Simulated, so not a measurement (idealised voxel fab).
The document below concerns the process module designated voxel wiring stack.
The width of the displayed cross-section, cut, is 185 nm; its cells are square, with a size of 5 nm.
Heads up, the way a cross-section reads in here is a grid of square cells, handed over as bands from the top down, with every band being one or more rows of cells. In this notation a band is specified by the heights of its top and bottom, in that order and in nm, after which its materials appear from left to right, each paired with its width in nm. The word "everywhere" attached to a single material means that material fills the band from edge to edge; the word "empty" stands for empty space. Heights from 0 (as-received wafer is one material below). Bottom band endless downward, as "0 and below". So if you see something like "30->40" for the width, read it as the top row of the band sitting at the first number and the bottom row at the second, with every row in between moving by the same amount as the last. "same as before" after a step means that no cell of the cross-section changed. Under "Closed-off voids" you'll find the enclosed gaps, the ones with no way out to the top, that are 8 cells or bigger; each reads width x height at distance, with distance counted from the left edge, everything in nm. The remark found on a step's line after its settings is issued by the simulator itself and pertains to that step. A step's line can hold "overlay nm"; with a mask on that step, the setting says how far right of the planned place the mask lay, while a negative setting says it lay to the left.
## Intended process steps
step 1: RECEIVE [material Si]
step 2: CONFORMAL_DEP [material SiO2] [thk nm 10]
step 3: CONFORMAL_DEP [material SiCN] [thk nm 5]
step 4: DIRECTIONAL_DEP [material SiO2] [thk nm 20]
step 5: DIRECTIONAL_DEP [material aC] [thk nm 15]
step 6: PATTERN [tone open] [mask id METAL_1] [material resist] [width nm 30] [pitch nm 50] [thk nm 35] [overlay nm 0]
step 7: DIRECTIONAL_ETCH [etch materials aC] [depth nm 15]
step 8: STRIP [etch materials resist]
step 9: DIRECTIONAL_ETCH [etch materials SiO2] [depth nm 20]
step 10: DIRECTIONAL_ETCH [etch materials SiCN] [depth nm 5]
step 11: STRIP [etch materials aC]
step 12: CONFORMAL_DEP [material TiN] [thk nm 5]
step 13: FILL_DEP [material Ru] [thk nm 5]
step 14: CMP [height nm 35]
step 15: CONFORMAL_DEP [material SiCN] [thk nm 5]
step 16: DIRECTIONAL_DEP [material lowk] [thk nm 35]
step 17: PATTERN [tone open] [mask id METAL_2] [material resist] [width nm 30] [pitch nm 50] [thk nm 20] [overlay nm 0]
step 18: DIRECTIONAL_ETCH [etch materials lowk] [depth nm 20]
step 19: STRIP [etch materials resist]
step 20: PATTERN [tone open] [mask id METAL_2_HOLES] [material resist] [width nm 15] [pitch nm 50] [thk nm 15] [overlay nm 0]
step 21: DIRECTIONAL_ETCH [etch materials lowk] [depth nm 15]
step 22: DIRECTIONAL_ETCH [etch materials SiCN] [depth nm 5]
step 23: STRIP [etch materials resist]
step 24: CONFORMAL_DEP [material TiN] [thk nm 5]
step 25: FILL_DEP [material Cu] [thk nm 5]
step 26: CMP [height nm 75]
step 27: CONFORMAL_DEP [material SiN] [thk nm 5]
## Cross-section of the wafer at receipt, which is the condition after step 1
> 0 and below  Si everywhere
> Closed-off voids: none
## The cross-section shown corresponds to the wafer at the conclusion of the module. The initial structure and the process plan are those presented above; however, one mistake occurred in executing the plan
> 80 down to 75  SiN everywhere
> 75 down to 60  lowk 50 nm, TiN 5 nm, Cu 25 nm, TiN 5 nm, lowk 15 nm, TiN 5 nm, Cu 25 nm, TiN 5 nm, lowk 50 nm
> 60 down to 55  lowk 50 nm, TiN 5 nm, Cu 5 nm, TiN 25 nm, lowk 15 nm, TiN 5 nm, Cu 5 nm, TiN 25 nm, lowk 50 nm
> 55 down to 40  lowk 50 nm, TiN 5 nm, Cu 5 nm, TiN 5 nm, lowk 35 nm, TiN 5 nm, Cu 5 nm, TiN 5 nm, lowk 70 nm
> 40 down to 35  SiCN 50 nm, TiN 15 nm, SiCN 35 nm, TiN 15 nm, SiCN 70 nm
> 35 down to 15  SiO2 50 nm, TiN 5 nm, Ru 20 nm, TiN 5 nm, SiO2 20 nm, TiN 5 nm, Ru 20 nm, TiN 5 nm, SiO2 55 nm
> 15 down to 10  SiCN 50 nm, TiN 30 nm, SiCN 20 nm, TiN 30 nm, SiCN 55 nm
> 10 down to 0  SiO2 everywhere
> 0 and below  Si everywhere
> Closed-off voids: none
Error vs. plan: step 17 ran as: PATTERN [tone open] [mask id METAL_2] [material resist] [width nm 35] [pitch nm 50] [thk nm 20] [overlay nm 0]
